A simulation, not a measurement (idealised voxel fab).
Proc. module: voxel quadruple lines
Square cells of 5 nm make up the cross-section cut, whose width is 260 nm.
Just so we're on the same page, the cross-sections are grids of square cells, and they're listed out in bands top to bottom, each band one or more rows deep. Quick guide to a band line: top height, bottom height (nm) up front; then every material left to right with its width in nm. Only one material and it's marked "edge to edge"? Then it fills the band edge to edge. And "empty" just means empty space. We count height from 0. Below that, the starting wafer is all one material. The lowest band never ends at the bottom but goes on down; see "z 0 and below" for how that is written. Quick explanation for "30..40": the width changes in equal steps down the rows of cells, from the first number in the band's top row to the second number in its bottom row. Basically "no change occurred" means that step didn't change any cell in the cross-section. Empty spaces counting at least 8 cells and having no open way to the top are listed in "Closed void list". The notation width x height at distance is used for each, the distance being from the left edge and all three values in nm. Text after the settings on a step's line: the simulator's own remark on that step. The setting "overlay nm" may be written on the line of a step. When the step uses a mask, the value reports how far to the right of the planned place the mask lay, and a negative value reports that it lay to the left.
[Below is the list of planned process steps]
step 1: RECEIVE: material Si
step 2: CONFORMAL_DEP: material Al2O3, thk nm 5
step 3: DIRECTIONAL_DEP: material Ru, thk nm 10
step 4: DIRECTIONAL_DEP: material polySi, thk nm 15
step 5: DIRECTIONAL_DEP: material aC, thk nm 25
step 6: PATTERN: tone cover, mask id MANDREL, material resist, width nm 30, pitch nm 80, thk nm 35, overlay nm 0
step 7: DIRECTIONAL_ETCH: etch materials aC, depth nm 25
step 8: STRIP: etch materials resist
step 9: CONFORMAL_DEP: material SiO2, thk nm 10
step 10: DIRECTIONAL_ETCH: etch materials SiO2, depth nm 10
step 11: STRIP: etch materials aC
step 12: DIRECTIONAL_ETCH: etch materials polySi, depth nm 15
step 13: STRIP: etch materials SiO2
step 14: CONFORMAL_DEP: material SiCN, thk nm 10
step 15: DIRECTIONAL_ETCH: etch materials SiCN, depth nm 10
step 16: STRIP: etch materials polySi
step 17: DIRECTIONAL_ETCH: etch materials Ru, depth nm 10
step 18: STRIP: etch materials SiCN
[Received-state cross-section, reflecting completion of step 1]
* z 0 and below | Si edge to edge
* Closed void list: none
[The following cross-section depicts the wafer upon conclusion of the module. Processing commenced from the starting condition illustrated above and adhered to the plan illustrated above, save for one mistake in execution]
* z 15 to 5 | 45 nm empty, 10 nm Ru, 10 nm empty, 10 nm Ru, 10 nm empty, 10 nm Ru, 10 nm empty, 10 nm Ru, 10 nm empty, 10 nm Ru, 10 nm empty, 10 nm Ru, 10 nm empty, 10 nm Ru, 10 nm empty, 10 nm Ru, 65 nm empty
* z 5 to 0 | Al2O3 edge to edge
* z 0 and below | Si edge to edge
* Closed void list: none
What went wrong in running the wafer? step 6 was run on a setting that differed from the plan, and what really ran there is PATTERN: tone cover, mask id MANDREL, material resist, width nm 30, pitch nm 80, thk nm 35, overlay nm -10
